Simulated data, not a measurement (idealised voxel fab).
A process module follows: voxel transistor to metal.
In the cross-section labelled cut, the width is 165 nm and each square cell is 5 nm.
A cross-section in this document is a grid of square cells, and it is written down as bands, the top band listed before the ones below it; a band is made up of one or more rows of cells.
Band entry format. Leading values: height of top, height of bottom, nm. Remainder: materials in left-to-right order, each with its width in nm. Special words: "full width" on a single material, which then fills the band edge to edge; "air", empty space.
Ref level 0: as-received wafer is one material below here. Bottom band extends down with no lower bound ("0 down").
The expression "30->40" gives the width at the extremes of the band, the first number at its top row of cells and the second at its bottom row, with the width changing by equal amounts from each row to the next in between.
Step marked "everything unchanged"? Then no cell in the cross-section changed in it.
Under "Fully sealed voids" you'll find the enclosed gaps, the ones with no way out to the top, that are 8 cells or bigger; each reads width x height at distance, with distance counted from the left edge, everything in nm.
Where a step's line continues beyond its settings, the continuation is a remark by the simulator itself on that step.
Each step line may optionally specify "overlay nm", which for a step with a mask gives the rightward distance between the mask's planned place and where it lay, a negative value indicating the leftward direction.

### Set out below are the planned steps of the process
1. RECEIVE,material Si
2. OXIDIZE,depth nm 5
3. CONFORMAL_DEP,material SiN,thk nm 10
4. MASKED_ETCH,tone cover,mask id ACTIVE,width nm 115,etch materials SiN,depth nm 10,overlay nm -10
5. MASKED_ETCH,tone cover,mask id ACTIVE,width nm 115,etch materials SiO2,depth nm 5,overlay nm 0
6. MASKED_ETCH,tone cover,mask id ACTIVE,width nm 115,etch materials Si,depth nm 30,overlay nm 0
7. OXIDIZE,depth nm 5
8. FILL_DEP,material SiO2,thk nm 10
9. CMP,height nm 10
10. SELECTIVE_ETCH,etch materials SiO2,depth nm 5
11. STRIP,etch materials SiN
12. SELECTIVE_ETCH,etch materials SiO2,depth nm 5
13. OXIDIZE,depth nm 5
14. DIRECTIONAL_DEP,material polySi,thk nm 20
15. DIRECTIONAL_DEP,material SiCN,thk nm 15
16. DIRECTIONAL_DEP,material aC,thk nm 15
17. PATTERN,tone cover,mask id GATE,material resist,width nm 25,thk nm 35,overlay nm 0
18. DIRECTIONAL_ETCH,etch materials aC,depth nm 15
19. STRIP,etch materials resist
20. DIRECTIONAL_ETCH,etch materials SiCN,depth nm 25
21. DIRECTIONAL_ETCH,etch materials polySi,depth nm 30
22. STRIP,etch materials aC
23. CONFORMAL_DEP,material SiN,thk nm 10
24. DIRECTIONAL_ETCH,etch materials SiN,depth nm 10
25. DIRECTIONAL_ETCH,etch materials SiO2,depth nm 5
26. EPI,material pSi,thk nm 5
27. FILL_DEP,material SiO2,thk nm 5
28. CMP,height nm 15
29. STRIP,etch materials polySi
30. SELECTIVE_ETCH,etch materials SiO2,depth nm 5
31. CONFORMAL_DEP,material HfO2,thk nm 5
32. CONFORMAL_DEP,material TiN,thk nm 5
33. FILL_DEP,material W,thk nm 10
34. CMP,height nm 10
35. DIRECTIONAL_DEP,material SiO2,thk nm 15
36. DIRECTIONAL_DEP,material aC,thk nm 10
37. PATTERN,tone open,mask id CONTACT,material resist,width nm 20,pitch nm 85,thk nm 25,overlay nm 0
38. DIRECTIONAL_ETCH,etch materials aC,depth nm 10
39. STRIP,etch materials resist
40. DIRECTIONAL_ETCH,etch materials SiO2,depth nm 30
41. STRIP,etch materials aC
42. CONFORMAL_DEP,material TiN,thk nm 5
43. FILL_DEP,material W,thk nm 5
44. CMP,height nm 25
45. CONFORMAL_DEP,material SiCN,thk nm 5
46. DIRECTIONAL_DEP,material SiO2,thk nm 20
47. MASKED_ETCH,tone open,mask id METAL_1,width nm 20,pitch nm 85,etch materials SiO2,depth nm 20,overlay nm 0
48. MASKED_ETCH,tone open,mask id METAL_1,width nm 20,pitch nm 85,etch materials SiCN,depth nm 5,overlay nm 0
49. CONFORMAL_DEP,material TiN,thk nm 5
50. FILL_DEP,material Cu,thk nm 5
51. CMP,height nm 50
52. CONFORMAL_DEP,material SiCN,thk nm 5
The overlay nm used in step 4 is not the same on every wafer, whereas the starting condition is; the value printed in the plan is the first wafer's.

### First of several wafers (as received, post step 1), cross-sectional view
0 down: Si full width
Fully sealed voids: none

### Basically each wafer gets a line in the table, showing it at the end of the module: material by material, the cells it gained (+) or lost (-) since we got it, then its closed voids
overlay nm -10, +16 Cu, +13 HfO2, -126 Si, +58 SiCN, +16 SiN, +295 SiO2, +59 TiN, +20 W, +12 pSi, Fully sealed voids: none
overlay nm -5, +16 Cu, +13 HfO2, -132 Si, +58 SiCN, +16 SiN, +300 SiO2, +59 TiN, +21 W, +12 pSi, Fully sealed voids: none
overlay nm 0, +16 Cu, +13 HfO2, -138 Si, +58 SiCN, +16 SiN, +305 SiO2, +59 TiN, +22 W, +12 pSi, Fully sealed voids: none
overlay nm 5, +16 Cu, +13 HfO2, -132 Si, +58 SiCN, +16 SiN, +300 SiO2, +59 TiN, +21 W, +12 pSi, Fully sealed voids: none
overlay nm 10, +16 Cu, +13 HfO2, -126 Si, +58 SiCN, +16 SiN, +295 SiO2, +59 TiN, +20 W, +12 pSi, Fully sealed voids: none
